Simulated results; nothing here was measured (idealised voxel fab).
process module | voxel wiring stack
cross-section cut | 280 nm wide | cells 5 nm
A cross-section is a grid of square cells, given in bands from the top down. A band is one or more rows of cells.
Each band's line starts with the height of the band's top and of its bottom, in nm. Then come its materials from left to right, each with its width in nm. One material with "throughout" fills the band from edge to edge. "air" is empty space.
Height 0 is the level under which the wafer as received is all one material. The lowest band goes on downwards, as in "0 down".
A width such as "30 to 40" changes by the same amount from each row of cells to the next, from the band's top row to its bottom row.
"no change" after a step means that no cell of the cross-section changed.
closed voids: empty space of 8 cells or more with no open way to the top, each as width x height at its distance from the left edge, in nm
after a step's settings: what the simulator itself notes on the step
overlay nm, on a step with a mask: how far to the right of its planned place the mask lay; to the left if negative
Each pair below shows a cross-section before one step and the cross-section after it, down to the lowest band that changed. The line under each pair gives the step between them, with its settings. The pairs can come from different runs of this module on the same starting wafer, so a pair continues from the pair above only where its "before" says so.
before
  145 to 130: air 100 | resist 30 | air 15 | resist 30 | air 105
  130 to 115: air 100 | resist 15 | W 15 | air 15 | resist 15 | W 15 | air 105
  115 to 110: air 100 | W 30 | air 15 | W 30 | air 105
  110 to 105: TiN 100 | W 15 | TiN 30 | W 15 | TiN 120
  105 to 95: SiO2 100 | W 15 | SiO2 30 | W 15 | SiO2 120
  95 to 90: SiO2 100 | TiN 15 | SiO2 30 | TiN 15 | SiO2 120
  90 to 75: SiO2 throughout
  75 to 70: SiCN throughout
  70 to 60: SiO2 100 | TiN 5 | Cu 20 | TiN 5 | SiO2 15 | TiN 5 | Cu 20 | TiN 5 | SiO2 105
  60 to 55: SiO2 100 | TiN 5 | Cu 5 | TiN 20 | SiO2 15 | TiN 30 | SiO2 105
  55 to 45: SiO2 100 | TiN 5 | Cu 5 | TiN 5 | SiO2 165
  45 to 40: SiCN 100 | TiN 15 | SiCN 165
  40 to 15: lowk 100 | TiN 5 | W 20 | TiN 5 | lowk 15 | TiN 5 | W 20 | TiN 5 | lowk 105
  15 to 10: SiCN 100 | TiN 30 | SiCN 15 | TiN 30 | SiCN 105
  10 to 0: SiO2 throughout
  0 down: Si throughout
  closed voids: none
after
  145 to 130: air 100 | resist 30 | air 15 | resist 30 | air 105
  130 to 115: air 100 | resist 15 | W 15 | air 15 | resist 15 | W 15 | air 105
  115 to 110: air 100 | W 30 | air 15 | W 30 | air 105
  110 to 105: air 100 | W 15 | TiN 15 | air 15 | W 15 | TiN 15 | air 105
  below 105: unchanged
  closed voids: none
the step between: op DIRECTIONAL_ETCH | etch materials TiN | depth nm 5
before: the cross-section after the pair above
after
  130 to 115: air 115 | W 15 | air 30 | W 15 | air 105
  below 115: unchanged
  closed voids: none
the step between: op STRIP | etch materials resist
before: the cross-section after the pair above
after
  135 to 130: air 110 | SiCN 25 | air 20 | SiCN 25 | air 100
  130 to 120: air 110 | SiCN 5 | W 15 | SiCN 5 | air 20 | SiCN 5 | W 15 | SiCN 5 | air 100
  120 to 110: air 95 | SiCN 20 to 5 | W 15 to 30 | SiCN 5 | air 5 | SiCN 20 to 5 | W 15 to 30 | SiCN 5 | air 100
  110 to 105: SiCN 100 | W 15 | TiN 15 | SiCN 15 | W 15 | TiN 15 | SiCN 105
  below 105: unchanged
  closed voids: none
the step between: op CONFORMAL_DEP | material SiCN | thk nm 5
before: the cross-section after the pair above
after
  140 to 135: SiO2 throughout
  135 to 130: SiO2 110 | SiCN 25 | SiO2 20 | SiCN 25 | SiO2 100
  130 to 120: SiO2 110 | SiCN 5 | W 15 | SiCN 5 | SiO2 20 | SiCN 5 | W 15 | SiCN 5 | SiO2 100
  120 to 110: SiO2 95 | SiCN 20 to 5 | W 15 to 30 | SiCN 5 | SiO2 5 | SiCN 20 to 5 | W 15 to 30 | SiCN 5 | SiO2 100
  below 110: unchanged
  closed voids: none
the step between: op FILL_DEP | material SiO2 | thk nm 5
before: the cross-section after the pair above
after
  115 to 110: SiO2 95 | SiCN 5 | W 30 | SiCN 5 | SiO2 5 | SiCN 5 | W 30 | SiCN 5 | SiO2 100
  below 110: unchanged
  closed voids: none
the step between: op CMP | height nm 115
before: the cross-section after the pair above
after
  120 to 115: SiCN throughout
  below 115: unchanged
  closed voids: none
the step between: op CONFORMAL_DEP | material SiCN | thk nm 5
before: the cross-section after the pair above
after
  130 to 120: SiO2 throughout
  below 120: unchanged
  closed voids: none
the step between: op DIRECTIONAL_DEP | material SiO2 | thk nm 10
before: the cross-section after the pair above
after
  145 to 130: aC throughout
  below 130: unchanged
  closed voids: none
the step between: op DIRECTIONAL_DEP | material aC | thk nm 15
before: the cross-section after the pair above
after
  180 to 145: resist 100 | air 15 | resist 165
  below 145: unchanged
  closed voids: none
the step between: op PATTERN | tone open | mask id PLUG_3 | material resist | width nm 15 | thk nm 35 | overlay nm 0
before: the cross-section after the pair above
after
  165 to 145: resist 100 | air 15 | resist 165
  145 to 130: aC 100 | air 15 | aC 165
  below 130: unchanged
  closed voids: none
the step between: op DIRECTIONAL_ETCH | etch materials aC | depth nm 15
before: the cross-section after the pair above
after
  145 to 130: aC 100 | air 15 | aC 165
  below 130: unchanged
  closed voids: none
the step between: op STRIP | etch materials resist
before: the cross-section after the pair above
after
  145 to 130: aC 100 | air 15 | aC 165
  130 to 120: SiO2 100 | air 15 | SiO2 165
  below 120: unchanged
  closed voids: none
the step between: op DIRECTIONAL_ETCH | etch materials SiO2 | depth nm 10
before: the cross-section after the pair above
after
  145 to 130: aC 100 | air 15 | aC 165
  130 to 120: SiO2 100 | air 15 | SiO2 165
  120 to 115: SiCN 100 | air 15 | SiCN 165
  below 115: unchanged
  closed voids: none
the step between: op DIRECTIONAL_ETCH | etch materials SiCN | depth nm 5
before: the cross-section after the pair above
after
  130 to 120: SiO2 100 | air 15 | SiO2 165
  below 120: unchanged
  closed voids: none
the step between: op STRIP | etch materials aC
before: the cross-section after the pair above
after
  135 to 130: TiN 105 | air 5 | TiN 170
  130 to 120: SiO2 100 | TiN 5 | air 5 | TiN 5 | SiO2 165
  120 to 115: SiCN 100 | TiN 15 | SiCN 165
  below 115: unchanged
  closed voids: none
the step between: op CONFORMAL_DEP | material TiN | thk nm 5
before: the cross-section after the pair above
after
  145 to 135: Ru throughout
  135 to 130: TiN 105 | Ru 5 | TiN 170
  130 to 120: SiO2 100 | TiN 5 | Ru 5 | TiN 5 | SiO2 165
  below 120: unchanged
  closed voids: none
the step between: op FILL_DEP | material Ru | thk nm 10
before: the cross-section after the pair above
after
  130 to 120: SiO2 100 | TiN 5 | Ru 5 | TiN 5 | SiO2 165
  below 120: unchanged
  closed voids: none
the step between: op CMP | height nm 130
before: the cross-section after the pair above
after
  135 to 130: SiN throughout
  below 130: unchanged
  closed voids: none
the step between: op CONFORMAL_DEP | material SiN | thk nm 5
before: the cross-section after the pair above
after
  160 to 135: SiO2 throughout
  below 135: unchanged
  closed voids: none
the step between: op DIRECTIONAL_DEP | material SiO2 | thk nm 25
before: the cross-section after the pair above
after
  170 to 160: aC throughout
  below 160: unchanged
  closed voids: none
the step between: op DIRECTIONAL_DEP | material aC | thk nm 10
before: the cross-section after the pair above
after
  195 to 170: resist 100 | air 30 | resist 15 | air 30 | resist 105
  below 170: unchanged
  closed voids: none
the step between: op PATTERN | tone open | mask id METAL_4 | material resist | width nm 30 | pitch nm 45 | thk nm 25 | overlay nm 0
before: the cross-section after the pair above
after
  185 to 170: resist 100 | air 30 | resist 15 | air 30 | resist 105
  170 to 160: aC 100 | air 30 | aC 15 | air 30 | aC 105
  below 160: unchanged
  closed voids: none
the step between: op DIRECTIONAL_ETCH | etch materials aC | depth nm 10
before: the cross-section after the pair above
after
  170 to 160: aC 100 | air 30 | aC 15 | air 30 | aC 105
  below 160: unchanged
  closed voids: none
the step between: op STRIP | etch materials resist
before: the cross-section after the pair above
after
  170 to 160: aC 100 | air 30 | aC 15 | air 30 | aC 105
  160 to 135: SiO2 100 | air 30 | SiO2 15 | air 30 | SiO2 105
  below 135: unchanged
  closed voids: none
the step between: op DIRECTIONAL_ETCH | etch materials SiO2 | depth nm 25
before: the cross-section after the pair above
after
  170 to 160: aC 100 | air 30 | aC 15 | air 30 | aC 105
  160 to 135: SiO2 100 | air 30 | SiO2 15 | air 30 | SiO2 105
  135 to 130: SiN 100 | air 30 | SiN 15 | air 30 | SiN 105
  below 130: unchanged
  closed voids: none
the step between: op DIRECTIONAL_ETCH | etch materials SiN | depth nm 5
before: the cross-section after the pair above
after
  160 to 135: SiO2 100 | air 30 | SiO2 15 | air 30 | SiO2 105
  below 135: unchanged
  closed voids: none
the step between: op STRIP | etch materials aC
before: the cross-section after the pair above
after
  165 to 160: TiN 105 | air 20 | TiN 25 | air 20 | TiN 110
  160 to 135: SiO2 100 | TiN 5 | air 20 | TiN 5 | SiO2 15 | TiN 5 | air 20 | TiN 5 | SiO2 105
  135 to 130: SiN 100 | TiN 30 | SiN 15 | TiN 30 | SiN 105
  below 130: unchanged
  closed voids: none
the step between: op CONFORMAL_DEP | material TiN | thk nm 5
before: the cross-section after the pair above
after
  170 to 165: Cu throughout
  165 to 160: TiN 105 | Cu 20 | TiN 25 | Cu 20 | TiN 110
  160 to 135: SiO2 100 | TiN 5 | Cu 20 | TiN 5 | SiO2 15 | TiN 5 | Cu 20 | TiN 5 | SiO2 105
  below 135: unchanged
  closed voids: none
the step between: op FILL_DEP | material Cu | thk nm 5
before: the cross-section after the pair above
after
  160 to 135: SiO2 100 | TiN 5 | Cu 20 | TiN 5 | SiO2 15 | TiN 5 | Cu 20 | TiN 5 | SiO2 105
  below 135: unchanged
  closed voids: none
the step between: op CMP | height nm 160
before: the cross-section after the pair above
after
  165 to 160: SiN throughout
  below 160: unchanged
  closed voids: none
the step between: op CONFORMAL_DEP | material SiN | thk nm 5
before
  0 down: Si throughout
  closed voids: none
after
  5 to 0: SiCN throughout
  below 0: unchanged
  closed voids: none
the step between: op CONFORMAL_DEP | material SiCN | thk nm 5
before: the cross-section after the pair above
after
  15 to 5: SiO2 throughout
  below 5: unchanged
  closed voids: none
the step between: op CONFORMAL_DEP | material SiO2 | thk nm 10
before: the cross-section after the pair above
after
  40 to 15: lowk throughout
  below 15: unchanged
  closed voids: none
the step between: op DIRECTIONAL_DEP | material lowk | thk nm 25
before: the cross-section after the pair above
after
  50 to 40: aC throughout
  below 40: unchanged
  closed voids: none
the step between: op DIRECTIONAL_DEP | material aC | thk nm 10
before: the cross-section after the pair above
after
  80 to 50: resist 100 | air 30 | resist 15 | air 30 | resist 105
  below 50: unchanged
  closed voids: none
the step between: op PATTERN | tone open | mask id METAL_1 | material resist | width nm 30 | pitch nm 45 | thk nm 30 | overlay nm 0
before: the cross-section after the pair above
after
  70 to 50: resist 100 | air 30 | resist 15 | air 30 | resist 105
  50 to 40: aC 100 | air 30 | aC 15 | air 30 | aC 105
  below 40: unchanged
  closed voids: none
the step between: op DIRECTIONAL_ETCH | etch materials aC | depth nm 10
before: the cross-section after the pair above
after
  50 to 40: aC 100 | air 30 | aC 15 | air 30 | aC 105
  below 40: unchanged
  closed voids: none
the step between: op STRIP | etch materials resist
before: the cross-section after the pair above
after
  50 to 40: aC 100 | air 30 | aC 15 | air 30 | aC 105
  40 to 15: lowk 100 | air 30 | lowk 15 | air 30 | lowk 105
  below 15: unchanged
  closed voids: none
the step between: op DIRECTIONAL_ETCH | etch materials lowk | depth nm 25
before: the cross-section after the pair above
after
  40 to 15: lowk 100 | air 30 | lowk 15 | air 30 | lowk 105
  below 15: unchanged
  closed voids: none
the step between: op STRIP | etch materials aC
before: the cross-section after the pair above
after
  45 to 40: TiN 105 | air 20 | TiN 25 | air 20 | TiN 110
  40 to 20: lowk 100 | TiN 5 | air 20 | TiN 5 | lowk 15 | TiN 5 | air 20 | TiN 5 | lowk 105
  20 to 15: lowk 100 | TiN 30 | lowk 15 | TiN 30 | lowk 105
  below 15: unchanged
  closed voids: none
the step between: op CONFORMAL_DEP | material TiN | thk nm 5
before: the cross-section after the pair above
after
  50 to 45: W throughout
  45 to 40: TiN 105 | W 20 | TiN 25 | W 20 | TiN 110
  40 to 20: lowk 100 | TiN 5 | W 20 | TiN 5 | lowk 15 | TiN 5 | W 20 | TiN 5 | lowk 105
  below 20: unchanged
  closed voids: none
the step between: op FILL_DEP | material W | thk nm 5
before: the cross-section after the pair above
after
  40 to 20: lowk 100 | TiN 5 | W 20 | TiN 5 | lowk 15 | TiN 5 | W 20 | TiN 5 | lowk 105
  below 20: unchanged
  closed voids: none
the step between: op CMP | height nm 40
before: the cross-section after the pair above
after
  45 to 40: SiCN throughout
  below 40: unchanged
  closed voids: none
the step between: op CONFORMAL_DEP | material SiCN | thk nm 5
before: the cross-section after the pair above
after
  70 to 45: SiO2 throughout
  below 45: unchanged
  closed voids: none
the step between: op DIRECTIONAL_DEP | material SiO2 | thk nm 25
before: the cross-section after the pair above
after
  85 to 70: aC throughout
  below 70: unchanged
  closed voids: none
the step between: op DIRECTIONAL_DEP | material aC | thk nm 15
before: the cross-section after the pair above
after
  115 to 85: resist 100 | air 15 | resist 165
  below 85: unchanged
  closed voids: none
the step between: op PATTERN | tone open | mask id METAL_2_HOLES | material resist | width nm 15 | thk nm 30 | overlay nm 0
before: the cross-section after the pair above
after
  100 to 85: resist 100 | air 15 | resist 165
  85 to 70: aC 100 | air 15 | aC 165
  below 70: unchanged
  closed voids: none
the step between: op DIRECTIONAL_ETCH | etch materials aC | depth nm 15
before: the cross-section after the pair above
after
  85 to 70: aC 100 | air 15 | aC 165
  below 70: unchanged
  closed voids: none
the step between: op STRIP | etch materials resist
before: the cross-section after the pair above
after
  85 to 70: aC 100 | air 15 | aC 165
  70 to 45: SiO2 100 | air 15 | SiO2 165
  below 45: unchanged
  closed voids: none
the step between: op DIRECTIONAL_ETCH | etch materials SiO2 | depth nm 25
before: the cross-section after the pair above
after
  70 to 45: SiO2 100 | air 15 | SiO2 165
  below 45: unchanged
  closed voids: none
the step between: op STRIP | etch materials aC
before: the cross-section after the pair above
after
  90 to 70: resist 100 | air 30 | resist 15 | air 30 | resist 105
  below 70: unchanged
  closed voids: none
the step between: op PATTERN | tone open | mask id METAL_2 | material resist | width nm 30 | pitch nm 45 | thk nm 20 | overlay nm 0
before: the cross-section after the pair above
after
  90 to 70: resist 100 | air 30 | resist 15 | air 30 | resist 105
  70 to 55: SiO2 100 | air 30 | SiO2 15 | air 30 | SiO2 105
  below 55: unchanged
  closed voids: none
the step between: op DIRECTIONAL_ETCH | etch materials SiO2 | depth nm 15
before: the cross-section after the pair above
after
  90 to 70: resist 100 | air 30 | resist 15 | air 30 | resist 105
  70 to 55: SiO2 100 | air 30 | SiO2 15 | air 30 | SiO2 105
  55 to 45: SiO2 100 | air 15 | SiO2 165
  45 to 40: SiCN 100 | air 15 | SiCN 165
  below 40: unchanged
  closed voids: none
the step between: op DIRECTIONAL_ETCH | etch materials SiCN | depth nm 5
before: the cross-section after the pair above
after
  70 to 55: SiO2 100 | air 30 | SiO2 15 | air 30 | SiO2 105
  below 55: unchanged
  closed voids: none
the step between: op STRIP | etch materials resist
before: the cross-section after the pair above
after
  75 to 70: TiN 105 | air 20 | TiN 25 | air 20 | TiN 110
  70 to 60: SiO2 100 | TiN 5 | air 20 | TiN 5 | SiO2 15 | TiN 5 | air 20 | TiN 5 | SiO2 105
  60 to 55: SiO2 100 | TiN 5 | air 5 | TiN 20 | SiO2 15 | TiN 30 | SiO2 105
  55 to 45: SiO2 100 | TiN 5 | air 5 | TiN 5 | SiO2 165
  45 to 40: SiCN 100 | TiN 15 | SiCN 165
  below 40: unchanged
  closed voids: none
the step between: op CONFORMAL_DEP | material TiN | thk nm 5
before: the cross-section after the pair above
after
  85 to 75: Cu throughout
  75 to 70: TiN 105 | Cu 20 | TiN 25 | Cu 20 | TiN 110
  70 to 60: SiO2 100 | TiN 5 | Cu 20 | TiN 5 | SiO2 15 | TiN 5 | Cu 20 | TiN 5 | SiO2 105
  60 to 55: SiO2 100 | TiN 5 | Cu 5 | TiN 20 | SiO2 15 | TiN 30 | SiO2 105
  55 to 45: SiO2 100 | TiN 5 | Cu 5 | TiN 5 | SiO2 165
  below 45: unchanged
  closed voids: none
the step between: op FILL_DEP | material Cu | thk nm 10
before: the cross-section after the pair above
after
  70 to 60: SiO2 100 | TiN 5 | Cu 20 | TiN 5 | SiO2 15 | TiN 5 | Cu 20 | TiN 5 | SiO2 105
  below 60: unchanged
  closed voids: none
the step between: op CMP | height nm 70
before: the cross-section after the pair above
after
  75 to 70: SiCN throughout
  below 70: unchanged
  closed voids: none
the step between: op CONFORMAL_DEP | material SiCN | thk nm 5
before: the cross-section after the pair above
after
  90 to 75: SiO2 throughout
  below 75: unchanged
  closed voids: none
the step between: op DIRECTIONAL_DEP | material SiO2 | thk nm 15
before: the cross-section after the pair above
after
  90 to 75: SiO2 100 | air 15 | SiO2 30 | air 15 | SiO2 120
  below 75: unchanged
  closed voids: none
the step between: op MASKED_ETCH | tone open | mask id PLUG_2 | width nm 15 | pitch nm 45 | etch materials SiO2 | depth nm 15 | overlay nm 0
before: the cross-section after the pair above
after
  90 to 75: SiO2 100 | air 15 | SiO2 30 | air 15 | SiO2 120
  75 to 70: SiCN 100 | air 15 | SiCN 30 | air 15 | SiCN 120
  below 70: unchanged
  closed voids: none
the step between: op MASKED_ETCH | tone open | mask id PLUG_2 | width nm 15 | pitch nm 45 | etch materials SiCN | depth nm 5 | overlay nm 0
before: the cross-section after the pair above
after
  90 to 80: SiO2 100 | air 15 | SiO2 30 | air 15 | SiO2 120
  80 to 75: SiO2 100 | Ru 15 | SiO2 30 | Ru 15 | SiO2 120
  75 to 70: SiCN 100 | Ru 15 | SiCN 30 | Ru 15 | SiCN 120
  below 70: unchanged
  closed voids: none
the step between: op EPI | material Ru | thk nm 10
before: the cross-section after the pair above
after
  90 to 75: SiO2 100 | Ru 15 | SiO2 30 | Ru 15 | SiO2 120
  below 75: unchanged
  closed voids: none
the step between: op EPI | material Ru | thk nm 10
before: the cross-section after the pair above
after
  95 to 90: TiN throughout
  below 90: unchanged
  closed voids: none
the step between: op DIRECTIONAL_DEP | material TiN | thk nm 5
before: the cross-section after the pair above
after
  115 to 95: W throughout
  below 95: unchanged
  closed voids: none
the step between: op DIRECTIONAL_DEP | material W | thk nm 20
before: the cross-section after the pair above
after
  130 to 115: air 100 | resist 30 | air 15 | resist 30 | air 105
  below 115: unchanged
  closed voids: none
the step between: op PATTERN | tone cover | mask id METAL_3 | material resist | width nm 30 | pitch nm 45 | thk nm 15 | overlay nm 0
before: the cross-section after the pair above
after
  130 to 115: air 100 | resist 30 | air 15 | resist 30 | air 105
  115 to 95: air 100 | W 30 | air 15 | W 30 | air 105
  below 95: unchanged
  closed voids: none
the step between: op DIRECTIONAL_ETCH | etch materials W | depth nm 20
before: the cross-section after the pair above
after
  130 to 115: air 100 | resist 30 | air 15 | resist 30 | air 105
  115 to 95: air 100 | W 30 | air 15 | W 30 | air 105
  95 to 90: air 100 | TiN 30 | air 15 | TiN 30 | air 105
  below 90: unchanged
  closed voids: none
the step between: op DIRECTIONAL_ETCH | etch materials TiN | depth nm 5
before: the cross-section after the pair above
after
  115 to 95: air 100 | W 30 | air 15 | W 30 | air 105
  below 95: unchanged
  closed voids: none
the step between: op STRIP | etch materials resist
before: the cross-section after the pair above
after
  120 to 115: air 95 | SiCN 40 | air 5 | SiCN 40 | air 100
  115 to 95: air 95 | SiCN 5 | W 30 | SiCN 5 | air 5 | SiCN 5 | W 30 | SiCN 5 | air 100
  95 to 90: SiCN 100 | TiN 30 | SiCN 15 | TiN 30 | SiCN 105
  below 90: unchanged
  closed voids: none
the step between: op CONFORMAL_DEP | material SiCN | thk nm 5
before: the cross-section after the pair above
after
  125 to 120: SiO2 throughout
  120 to 115: SiO2 95 | SiCN 40 | SiO2 5 | SiCN 40 | SiO2 100
  115 to 95: SiO2 95 | SiCN 5 | W 30 | SiCN 5 | SiO2 5 | SiCN 5 | W 30 | SiCN 5 | SiO2 100
  below 95: unchanged
  closed voids: none
the step between: op FILL_DEP | material SiO2 | thk nm 5
before: the cross-section after the pair above
after
  115 to 95: SiO2 95 | SiCN 5 | W 30 | SiCN 5 | SiO2 5 | SiCN 5 | W 30 | SiCN 5 | SiO2 100
  below 95: unchanged
  closed voids: none
the step between: op CMP | height nm 115
before: the cross-section after the pair above
after
  120 to 115: SiCN throughout
  below 115: unchanged
  closed voids: none
the step between: op CONFORMAL_DEP | material SiCN | thk nm 5
before: the cross-section after the pair above
after
  130 to 120: SiO2 throughout
  below 120: unchanged
  closed voids: none
the step between: op DIRECTIONAL_DEP | material SiO2 | thk nm 10
before: the cross-section after the pair above
after
  145 to 130: aC throughout
  below 130: unchanged
  closed voids: none
the step between: op DIRECTIONAL_DEP | material aC | thk nm 15
before: the cross-section after the pair above
after
  180 to 145: resist 100 | air 15 | resist 165
  below 145: unchanged
  closed voids: none
the step between: op PATTERN | tone open | mask id PLUG_3 | material resist | width nm 15 | thk nm 35 | overlay nm 0
before: the cross-section after the pair above
after
  165 to 145: resist 100 | air 15 | resist 165
  145 to 130: aC 100 | air 15 | aC 165
  below 130: unchanged
  closed voids: none
the step between: op DIRECTIONAL_ETCH | etch materials aC | depth nm 15
before: the cross-section after the pair above
after
  145 to 130: aC 100 | air 15 | aC 165
  below 130: unchanged
  closed voids: none
the step between: op STRIP | etch materials resist
before: the cross-section after the pair above
after
  145 to 130: aC 100 | air 15 | aC 165
  130 to 120: SiO2 100 | air 15 | SiO2 165
  below 120: unchanged
  closed voids: none
the step between: op DIRECTIONAL_ETCH | etch materials SiO2 | depth nm 10
before: the cross-section after the pair above
after
  145 to 130: aC 100 | air 15 | aC 165
  130 to 120: SiO2 100 | air 15 | SiO2 165
  120 to 115: SiCN 100 | air 15 | SiCN 165
  below 115: unchanged
  closed voids: none
the step between: op DIRECTIONAL_ETCH | etch materials SiCN | depth nm 5
before: the cross-section after the pair above
after
  130 to 120: SiO2 100 | air 15 | SiO2 165
  below 120: unchanged
  closed voids: none
the step between: op STRIP | etch materials aC
before: the cross-section after the pair above
after
  135 to 130: TiN 105 | air 5 | TiN 170
  130 to 120: SiO2 100 | TiN 5 | air 5 | TiN 5 | SiO2 165
  120 to 115: SiCN 100 | TiN 15 | SiCN 165
  below 115: unchanged
  closed voids: none
the step between: op CONFORMAL_DEP | material TiN | thk nm 5
before: the cross-section after the pair above
after
  145 to 135: Ru throughout
  135 to 130: TiN 105 | Ru 5 | TiN 170
  130 to 120: SiO2 100 | TiN 5 | Ru 5 | TiN 5 | SiO2 165
  below 120: unchanged
  closed voids: none
the step between: op FILL_DEP | material Ru | thk nm 10
before: the cross-section after the pair above
after
  130 to 120: SiO2 100 | TiN 5 | Ru 5 | TiN 5 | SiO2 165
  below 120: unchanged
  closed voids: none
the step between: op CMP | height nm 130
before: the cross-section after the pair above
after
  135 to 130: SiN throughout
  below 130: unchanged
  closed voids: none
the step between: op CONFORMAL_DEP | material SiN | thk nm 5
before: the cross-section after the pair above
after
  160 to 135: SiO2 throughout
  below 135: unchanged
  closed voids: none
the step between: op DIRECTIONAL_DEP | material SiO2 | thk nm 25
before: the cross-section after the pair above
after
  170 to 160: aC throughout
  below 160: unchanged
  closed voids: none
the step between: op DIRECTIONAL_DEP | material aC | thk nm 10
before: the cross-section after the pair above
after
  195 to 170: resist 100 | air 30 | resist 15 | air 30 | resist 105
  below 170: unchanged
  closed voids: none
the step between: op PATTERN | tone open | mask id METAL_4 | material resist | width nm 30 | pitch nm 45 | thk nm 25 | overlay nm 0
before: the cross-section after the pair above
after
  185 to 170: resist 100 | air 30 | resist 15 | air 30 | resist 105
  170 to 160: aC 100 | air 30 | aC 15 | air 30 | aC 105
  below 160: unchanged
  closed voids: none
the step between: op DIRECTIONAL_ETCH | etch materials aC | depth nm 10
before: the cross-section after the pair above
after
  170 to 160: aC 100 | air 30 | aC 15 | air 30 | aC 105
  below 160: unchanged
  closed voids: none
the step between: op STRIP | etch materials resist
before: the cross-section after the pair above
after
  170 to 160: aC 100 | air 30 | aC 15 | air 30 | aC 105
  160 to 135: SiO2 100 | air 30 | SiO2 15 | air 30 | SiO2 105
  below 135: unchanged
  closed voids: none
the step between: op DIRECTIONAL_ETCH | etch materials SiO2 | depth nm 25
before: the cross-section after the pair above
after
  170 to 160: aC 100 | air 30 | aC 15 | air 30 | aC 105
  160 to 135: SiO2 100 | air 30 | SiO2 15 | air 30 | SiO2 105
  135 to 130: SiN 100 | air 30 | SiN 15 | air 30 | SiN 105
  below 130: unchanged
  closed voids: none
the step between: op DIRECTIONAL_ETCH | etch materials SiN | depth nm 5
before: the cross-section after the pair above
after
  160 to 135: SiO2 100 | air 30 | SiO2 15 | air 30 | SiO2 105
  below 135: unchanged
  closed voids: none
the step between: op STRIP | etch materials aC
before: the cross-section after the pair above
after
  165 to 160: TiN 105 | air 20 | TiN 25 | air 20 | TiN 110
  160 to 135: SiO2 100 | TiN 5 | air 20 | TiN 5 | SiO2 15 | TiN 5 | air 20 | TiN 5 | SiO2 105
  135 to 130: SiN 100 | TiN 30 | SiN 15 | TiN 30 | SiN 105
  below 130: unchanged
  closed voids: none
the step between: op CONFORMAL_DEP | material TiN | thk nm 5
before: the cross-section after the pair above
after
  170 to 165: Cu throughout
  165 to 160: TiN 105 | Cu 20 | TiN 25 | Cu 20 | TiN 110
  160 to 135: SiO2 100 | TiN 5 | Cu 20 | TiN 5 | SiO2 15 | TiN 5 | Cu 20 | TiN 5 | SiO2 105
  below 135: unchanged
  closed voids: none
the step between: op FILL_DEP | material Cu | thk nm 5
before: the cross-section after the pair above
after
  160 to 135: SiO2 100 | TiN 5 | Cu 20 | TiN 5 | SiO2 15 | TiN 5 | Cu 20 | TiN 5 | SiO2 105
  below 135: unchanged
  closed voids: none
the step between: op CMP | height nm 160
before: the cross-section after the pair above
after
  165 to 160: SiN throughout
  below 160: unchanged
  closed voids: none
the step between: op CONFORMAL_DEP | material SiN | thk nm 5
before
  75 to 70: SiCN throughout
  70 to 60: SiO2 100 | TiN 5 | Cu 20 | TiN 5 | SiO2 15 | TiN 5 | Cu 20 | TiN 5 | SiO2 105
  60 to 55: SiO2 100 | TiN 5 | Cu 5 | TiN 20 | SiO2 15 | TiN 30 | SiO2 105
  55 to 45: SiO2 100 | TiN 5 | Cu 5 | TiN 5 | SiO2 165
  45 to 40: SiCN 100 | TiN 15 | SiCN 165
  40 to 15: lowk 100 | TiN 5 | W 20 | TiN 5 | lowk 15 | TiN 5 | W 20 | TiN 5 | lowk 105
  15 to 10: SiCN 100 | TiN 30 | SiCN 15 | TiN 30 | SiCN 105
  10 to 0: SiO2 throughout
  0 down: Si throughout
  closed voids: none
after
  100 to 75: SiO2 throughout
  below 75: unchanged
  closed voids: none
the step between: op DIRECTIONAL_DEP | material SiO2 | thk nm 25
before: the cross-section after the pair above
after
  100 to 85: SiO2 100 | air 15 | SiO2 30 | air 15 | SiO2 120
  below 85: unchanged
  closed voids: none
the step between: op MASKED_ETCH | tone open | mask id PLUG_2 | width nm 15 | pitch nm 45 | etch materials SiO2 | depth nm 15 | overlay nm 0
before: the cross-section after the pair above
after
  105 to 100: TiN 100 | air 15 | TiN 30 | air 15 | TiN 120
  100 to 90: SiO2 100 | air 15 | SiO2 30 | air 15 | SiO2 120
  90 to 85: SiO2 100 | TiN 15 | SiO2 30 | TiN 15 | SiO2 120
  below 85: unchanged
  closed voids: none
the step between: op DIRECTIONAL_DEP | material TiN | thk nm 5
before: the cross-section after the pair above
after
  125 to 110: W 100 | air 15 | W 30 | air 15 | W 120
  110 to 105: W throughout
  105 to 100: TiN 100 | W 15 | TiN 30 | W 15 | TiN 120
  100 to 90: SiO2 100 | W 15 | SiO2 30 | W 15 | SiO2 120
  below 90: unchanged
  closed voids: none
the step between: op DIRECTIONAL_DEP | material W | thk nm 20
before: the cross-section after the pair above
after
  140 to 125: air 100 | resist 30 | air 15 | resist 30 | air 105
  125 to 110: W 100 | resist 15 | W 30 | resist 15 | W 120
  below 110: unchanged
  closed voids: none
the step between: op PATTERN | tone cover | mask id METAL_3 | material resist | width nm 30 | pitch nm 45 | thk nm 15 | overlay nm 0
before: the cross-section after the pair above
after
  140 to 125: air 100 | resist 30 | air 15 | resist 30 | air 105
  125 to 110: air 100 | resist 15 | W 15 | air 15 | resist 15 | W 15 | air 105
  110 to 105: air 100 | W 30 | air 15 | W 30 | air 105
  below 105: unchanged
  closed voids: none
the step between: op DIRECTIONAL_ETCH | etch materials W | depth nm 20
before: the cross-section after the pair above
after
  140 to 125: air 100 | resist 30 | air 15 | resist 30 | air 105
  125 to 110: air 100 | resist 15 | W 15 | air 15 | resist 15 | W 15 | air 105
  110 to 105: air 100 | W 30 | air 15 | W 30 | air 105
  105 to 100: air 100 | W 15 | TiN 15 | air 15 | W 15 | TiN 15 | air 105
  below 100: unchanged
  closed voids: none
the step between: op DIRECTIONAL_ETCH | etch materials TiN | depth nm 5
before: the cross-section after the pair above
after
  125 to 110: air 115 | W 15 | air 30 | W 15 | air 105
  below 110: unchanged
  closed voids: none
the step between: op STRIP | etch materials resist
before: the cross-section after the pair above
after
  130 to 125: air 110 | SiCN 25 | air 20 | SiCN 25 | air 100
  125 to 115: air 110 | SiCN 5 | W 15 | SiCN 5 | air 20 | SiCN 5 | W 15 | SiCN 5 | air 100
  115 to 105: air 95 | SiCN 20 to 5 | W 15 to 30 | SiCN 5 | air 5 | SiCN 20 to 5 | W 15 to 30 | SiCN 5 | air 100
  105 to 100: SiCN 100 | W 15 | TiN 15 | SiCN 15 | W 15 | TiN 15 | SiCN 105
  below 100: unchanged
  closed voids: none
the step between: op CONFORMAL_DEP | material SiCN | thk nm 5
before: the cross-section after the pair above
after
  135 to 130: SiO2 throughout
  130 to 125: SiO2 110 | SiCN 25 | SiO2 20 | SiCN 25 | SiO2 100
  125 to 115: SiO2 110 | SiCN 5 | W 15 | SiCN 5 | SiO2 20 | SiCN 5 | W 15 | SiCN 5 | SiO2 100
  115 to 105: SiO2 95 | SiCN 20 to 5 | W 15 to 30 | SiCN 5 | SiO2 5 | SiCN 20 to 5 | W 15 to 30 | SiCN 5 | SiO2 100
  below 105: unchanged
  closed voids: none
the step between: op FILL_DEP | material SiO2 | thk nm 5
